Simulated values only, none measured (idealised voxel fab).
process module | voxel gate over fins
cross-section cut | 255 nm wide | cells 5 nm
A cross-section is a grid of square cells, given in bands from the top down. A band is one or more rows of cells.
Each band's line starts with the height of the band's top and of its bottom, in nm. Then come its materials from left to right, each with its width in nm. One material with "throughout" fills the band from edge to edge. "air" is empty space.
Height 0 is the level under which the wafer as received is all one material. The lowest band goes on downwards, as in "0 down".
A width such as "30 to 40" changes by the same amount from each row of cells to the next, from the band's top row to its bottom row.
"no change" after a step means that no cell of the cross-section changed.
closed voids: empty space of 8 cells or more with no open way to the top, each as width x height at its distance from the left edge, in nm
after a step's settings: what the simulator itself notes on the step
overlay nm, on a step with a mask: how far to the right of its planned place the mask lay; to the left if negative
plan
1 op RECEIVE | material Si
2 op CONFORMAL_DEP | material SiN | thk nm 10
3 op MASKED_ETCH | tone cover | mask id FINS | width nm 15 | pitch nm 45 | etch materials SiN | depth nm 10 | overlay nm 0
4 op MASKED_ETCH | tone cover | mask id FINS | width nm 15 | pitch nm 45 | etch materials Si | depth nm 30 | overlay nm 0
5 op OXIDIZE | depth nm 5
6 op FILL_DEP | material SiO2 | thk nm 10
7 op CMP | height nm 10
8 op SELECTIVE_ETCH | etch materials SiO2 | depth nm 25
9 op STRIP | etch materials SiN
10 op CONFORMAL_DEP | material HfO2 | thk nm 5
11 op CONFORMAL_DEP | material TiN | thk nm 5
12 op FILL_DEP | material W | thk nm 15
13 op CMP | height nm 20
14 op CONFORMAL_DEP | material SiN | thk nm 10
as received, after step 1
  0 down: Si throughout
  closed voids: none
a wafer at the end: this start, this plan, one mistake
  30 to 20: SiN throughout
  20 to 10: W throughout
  10 to 5: TiN 100 | W 5 | TiN 40 | W 5 | TiN 105
  5 to 0: HfO2 95 | TiN 15 | HfO2 30 | TiN 15 | HfO2 100
  0 to -5: Si 90 | HfO2 25 | Si 20 | HfO2 25 | Si 95
  -5 down: Si throughout
  closed voids: none
what went wrong: step 3 ran as: op MASKED_ETCH | tone open | mask id FINS | width nm 15 | pitch nm 45 | etch materials SiN | depth nm 10 | overlay nm 0
